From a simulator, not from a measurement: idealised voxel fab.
The process module presented herein is designated voxel quadruple lines.
215 nm wide, 5 nm square cells: that's cross-section cut.
In what follows, cross-sections appear as grids of square cells, described through bands that run from the top down, where every band is one or more rows of cells. Look at the band entry: it leads with the top's height and the bottom's height in nm. Then it lists the materials left to right, with a width in nm for each. The word "throughout" on a single material says that material fills the band edge to edge. The word "empty" is empty space. Where do heights start? At 0: under that level the wafer as delivered is made of one material only. And the lowest band has no floor; it just carries on downward, as in "top 0, no bottom". Quick explanation for "30..40": the width changes in equal steps down the rows of cells, from the first number in the band's top row to the second number in its bottom row. "nothing changed" means the step left every cell of the cross-section as it was. Empty spaces without an open route to the top, at least 8 cells in extent, make up the entry "Closed void list"; each is given as width x height at distance, where the distance is measured from the left edge, and all are in nm. On a step's line, text after the settings is the simulator commenting on that step. On any step carrying a mask, the "overlay nm" setting, if present on the step's line, tells how far right of its planned place the mask lay; negative values point to the left.

## Below is the list of planned process steps
step 1: RECEIVE [material Si]
step 2: CONFORMAL_DEP [material SiO2] [thk nm 5]
step 3: DIRECTIONAL_DEP [material TiN] [thk nm 15]
step 4: DIRECTIONAL_DEP [material polySi] [thk nm 15]
step 5: DIRECTIONAL_DEP [material aC] [thk nm 25]
step 6: PATTERN [tone cover] [mask id MANDREL] [material resist] [width nm 35] [thk nm 35] [overlay nm 0]
step 7: DIRECTIONAL_ETCH [etch materials aC] [depth nm 25]
step 8: STRIP [etch materials resist]
step 9: CONFORMAL_DEP [material SiO2] [thk nm 15]
step 10: DIRECTIONAL_ETCH [etch materials SiO2] [depth nm 15]
step 11: STRIP [etch materials aC]
step 12: DIRECTIONAL_ETCH [etch materials polySi] [depth nm 15]
step 13: STRIP [etch materials SiO2]
step 14: CONFORMAL_DEP [material SiCN] [thk nm 10]
step 15: DIRECTIONAL_ETCH [etch materials SiCN] [depth nm 10]
step 16: STRIP [etch materials polySi]
step 17: DIRECTIONAL_ETCH [etch materials TiN] [depth nm 15]
step 18: STRIP [etch materials SiCN]
step 19: FILL_DEP [material lowk] [thk nm 10]
step 20: CMP [height nm 20]

## First out of two wafers; run went to plan

## Cross-section of the wafer at receipt, which is the condition after step 1
top 0, no bottom = Si throughout
Closed void list: none

## Wafer section view after processing step 2
top 5, bottom 0 = SiO2 throughout
Everything below 0 is unchanged.

## Wafer section view after processing step 3
top 20, bottom 5 = TiN throughout
Everything below 5 is unchanged.

## Wafer section view after processing step 4
top 35, bottom 20 = polySi throughout
Everything below 20 is unchanged.

## Wafer section view after processing step 5
top 60, bottom 35 = aC throughout
Everything below 35 is unchanged.

## Wafer section view after processing step 6
top 95, bottom 60 = empty (90) | resist (35) | empty (90)
Everything below 60 is unchanged.

## Wafer section view after processing step 7
top 70, bottom 60 = empty (90) | resist (35) | empty (90)
top 60, bottom 35 = empty (90) | aC (35) | empty (90)
Everything below 35 is unchanged.

## Wafer section view after processing step 8
top 60, bottom 35 = empty (90) | aC (35) | empty (90)
Everything below 35 is unchanged.

## Wafer section view after processing step 9
top 75, bottom 60 = empty (75) | SiO2 (65) | empty (75)
top 60, bottom 50 = empty (75) | SiO2 (15) | aC (35) | SiO2 (15) | empty (75)
top 50, bottom 35 = SiO2 (90) | aC (35) | SiO2 (90)
Everything below 35 is unchanged.

## Wafer section view after processing step 10
top 60, bottom 35 = empty (75) | SiO2 (15) | aC (35) | SiO2 (15) | empty (75)
Everything below 35 is unchanged.

## Wafer section view after processing step 11
top 60, bottom 35 = empty (75) | SiO2 (15) | empty (35) | SiO2 (15) | empty (75)
Everything below 35 is unchanged.

## Wafer section view after processing step 12
top 60, bottom 35 = empty (75) | SiO2 (15) | empty (35) | SiO2 (15) | empty (75)
top 35, bottom 20 = empty (75) | polySi (15) | empty (35) | polySi (15) | empty (75)
Everything below 20 is unchanged.

## Wafer section view after processing step 13
top 35, bottom 20 = empty (75) | polySi (15) | empty (35) | polySi (15) | empty (75)
Everything below 20 is unchanged.

## Wafer section view after processing step 14
top 45, bottom 35 = empty (65) | SiCN (35) | empty (15) | SiCN (35) | empty (65)
top 35, bottom 30 = empty (65) | SiCN (10) | polySi (15) | SiCN (10) | empty (15) | SiCN (10) | polySi (15) | SiCN (10) | empty (65)
top 30, bottom 20 = SiCN (75) | polySi (15) | SiCN (35) | polySi (15) | SiCN (75)
Everything below 20 is unchanged.

## Wafer section view after processing step 15
top 35, bottom 20 = empty (65) | SiCN (10) | polySi (15) | SiCN (10) | empty (15) | SiCN (10) | polySi (15) | SiCN (10) | empty (65)
Everything below 20 is unchanged.

## Wafer section view after processing step 16
top 35, bottom 20 = empty (65) | SiCN (10) | empty (15) | SiCN (10) | empty (15) | SiCN (10) | empty (15) | SiCN (10) | empty (65)
Everything below 20 is unchanged.

## Wafer section view after processing step 17
top 35, bottom 20 = empty (65) | SiCN (10) | empty (15) | SiCN (10) | empty (15) | SiCN (10) | empty (15) | SiCN (10) | empty (65)
top 20, bottom 5 = empty (65) | TiN (10) | empty (15) | TiN (10) | empty (15) | TiN (10) | empty (15) | TiN (10) | empty (65)
Everything below 5 is unchanged.

## Wafer section view after processing step 18
top 20, bottom 5 = empty (65) | TiN (10) | empty (15) | TiN (10) | empty (15) | TiN (10) | empty (15) | TiN (10) | empty (65)
Everything below 5 is unchanged.

## Wafer section view after processing step 19
top 30, bottom 20 = lowk throughout
top 20, bottom 5 = lowk (65) | TiN (10) | lowk (15) | TiN (10) | lowk (15) | TiN (10) | lowk (15) | TiN (10) | lowk (65)
Everything below 5 is unchanged.

## Wafer section view after processing step 20
top 20, bottom 5 = lowk (65) | TiN (10) | lowk (15) | TiN (10) | lowk (15) | TiN (10) | lowk (15) | TiN (10) | lowk (65)
Everything below 5 is unchanged.

## Regarding the second of the two wafers: it shared the first wafer's starting condition and process plan, yet one error occurred during its execution. Its history coincides with that of the first wafer up to and including step 2

## Cross-section of the second wafer at the time by which step 3 should have been completed according to the plan
top 20, bottom 5 = lowk throughout
Everything below 5 is unchanged.

## Cross-section of the second wafer at the time by which step 4 should have been completed according to the plan
top 35, bottom 20 = polySi throughout
Everything below 20 is unchanged.

## Cross-section of the second wafer at the time by which step 5 should have been completed according to the plan
top 60, bottom 35 = aC throughout
Everything below 35 is unchanged.

## Cross-section of the second wafer at the time by which step 6 should have been completed according to the plan
top 95, bottom 60 = empty (90) | resist (35) | empty (90)
Everything below 60 is unchanged.

## Cross-section of the second wafer at the time by which step 7 should have been completed according to the plan
top 70, bottom 60 = empty (90) | resist (35) | empty (90)
top 60, bottom 35 = empty (90) | aC (35) | empty (90)
Everything below 35 is unchanged.

## Cross-section of the second wafer at the time by which step 8 should have been completed according to the plan
top 60, bottom 35 = empty (90) | aC (35) | empty (90)
Everything below 35 is unchanged.

## Cross-section of the second wafer at the time by which step 9 should have been completed according to the plan
top 75, bottom 60 = empty (75) | SiO2 (65) | empty (75)
top 60, bottom 50 = empty (75) | SiO2 (15) | aC (35) | SiO2 (15) | empty (75)
top 50, bottom 35 = SiO2 (90) | aC (35) | SiO2 (90)
Everything below 35 is unchanged.

## Cross-section of the second wafer at the time by which step 10 should have been completed according to the plan
top 60, bottom 35 = empty (75) | SiO2 (15) | aC (35) | SiO2 (15) | empty (75)
Everything below 35 is unchanged.

## Cross-section of the second wafer at the time by which step 11 should have been completed according to the plan
top 60, bottom 35 = empty (75) | SiO2 (15) | empty (35) | SiO2 (15) | empty (75)
Everything below 35 is unchanged.

## Cross-section of the second wafer at the time by which step 12 should have been completed according to the plan
top 60, bottom 35 = empty (75) | SiO2 (15) | empty (35) | SiO2 (15) | empty (75)
top 35, bottom 20 = empty (75) | polySi (15) | empty (35) | polySi (15) | empty (75)
Everything below 20 is unchanged.

## Cross-section of the second wafer at the time by which step 13 should have been completed according to the plan
top 35, bottom 20 = empty (75) | polySi (15) | empty (35) | polySi (15) | empty (75)
Everything below 20 is unchanged.

## Cross-section of the second wafer at the time by which step 14 should have been completed according to the plan
top 45, bottom 35 = empty (65) | SiCN (35) | empty (15) | SiCN (35) | empty (65)
top 35, bottom 30 = empty (65) | SiCN (10) | polySi (15) | SiCN (10) | empty (15) | SiCN (10) | polySi (15) | SiCN (10) | empty (65)
top 30, bottom 20 = SiCN (75) | polySi (15) | SiCN (35) | polySi (15) | SiCN (75)
Everything below 20 is unchanged.

## Cross-section of the second wafer at the time by which step 15 should have been completed according to the plan
top 35, bottom 20 = empty (65) | SiCN (10) | polySi (15) | SiCN (10) | empty (15) | SiCN (10) | polySi (15) | SiCN (10) | empty (65)
Everything below 20 is unchanged.

## Cross-section of the second wafer at the time by which step 16 should have been completed according to the plan
top 35, bottom 20 = empty (65) | SiCN (10) | empty (15) | SiCN (10) | empty (15) | SiCN (10) | empty (15) | SiCN (10) | empty (65)
Everything below 20 is unchanged.

Cross-section of the second wafer at the time by which step 17 should have been completed according to the plan: nothing changed

## Cross-section of the second wafer at the time by which step 18 should have been completed according to the plan
top 20, bottom 5 = lowk throughout
Everything below 5 is unchanged.

## Cross-section of the second wafer at the time by which step 19 should have been completed according to the plan
top 30, bottom 5 = lowk throughout
Everything below 5 is unchanged.

## Cross-section of the second wafer at the time by which step 20 should have been completed according to the plan
top 20, bottom 5 = lowk throughout
Everything below 5 is unchanged.
The plan and the run diverged here: step 3 was processed under conditions differing from the plan, specifically as DIRECTIONAL_DEP [material lowk] [thk nm 15]
The final cell counts differ between the wafers, with the second having more or fewer of some materials than the first: -24 TiN, +24 lowk
